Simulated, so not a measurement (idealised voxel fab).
Proc. module: voxel lift off
cross-section cut | 205 nm wide | cells 5 nm
Cross-section spec: square-cell grid; bands listed top down; each band is one or more rows. Heights first: top, then bottom, in nm. Then materials, left to right, each with a width in nm. "everywhere" on a single material: fills the band edge to edge. "empty": empty space. Where do heights start? At 0: under that level the wafer as delivered is made of one material only. And the lowest band has no floor; it just carries on downward, as in "0 -> down". A two-number width, for instance "30 to 40", indicates that the width is equal to the first number in the top row of the band and to the second number in the bottom row, and that it changes by a constant amount per row of cells. "no modification" -> step changed no cross-section cell. Empty spaces without an open route to the top, at least 8 cells in extent, make up the entry "Internal closed voids"; each is given as width x height at distance, where the distance is measured from the left edge, and all are in nm. Anything after a step's settings on that line? It's the simulator's own note about the step. overlay nm: mask offset rightward from planned place, masked step; negative means leftward offset.
Steps in the process plan:
1: RECEIVE: material Si
2: CONFORMAL_DEP: material Al2O3, thk nm 15
3: PATTERN: tone open, mask id LINES, material resist, width nm 25, pitch nm 50, thk nm 20, overlay nm 0
4: DIRECTIONAL_DEP: material Ru, thk nm 5
5: STRIP: etch materials resist
6: CONFORMAL_DEP: material SiN, thk nm 10
As received (post step 1): cross-section:
0 -> down = Si everywhere
Internal closed voids: none
End-of-module XS, first of two wafers, run as planned:
30 -> 25 = empty 55 nm, then SiN 45 nm, then empty 5 nm, then SiN 45 nm, then empty 55 nm
25 -> 20 = SiN everywhere
20 -> 15 = SiN 65 nm, then Ru 25 nm, then SiN 25 nm, then Ru 25 nm, then SiN 65 nm
15 -> 0 = Al2O3 everywhere
0 -> down = Si everywhere
Internal closed voids: none
Wafer two cross-section, module end. Start and plan unchanged from wafer one; one mistake made during the run:
35 -> 30 = empty 50 nm, then SiN 105 nm, then empty 50 nm
30 -> 20 = SiN everywhere
20 -> 15 = SiN 65 nm, then Ru 25 nm, then SiN 25 nm, then Ru 25 nm, then SiN 65 nm
15 -> 0 = Al2O3 everywhere
0 -> down = Si everywhere
Internal closed voids: none
What was the processing mistake? step 6 deviated from plan and actually ran as CONFORMAL_DEP: material SiN, thk nm 15
Bottom line after processing is that, in cells, the second wafer is up or down on some materials versus the first: SiN: 44 more
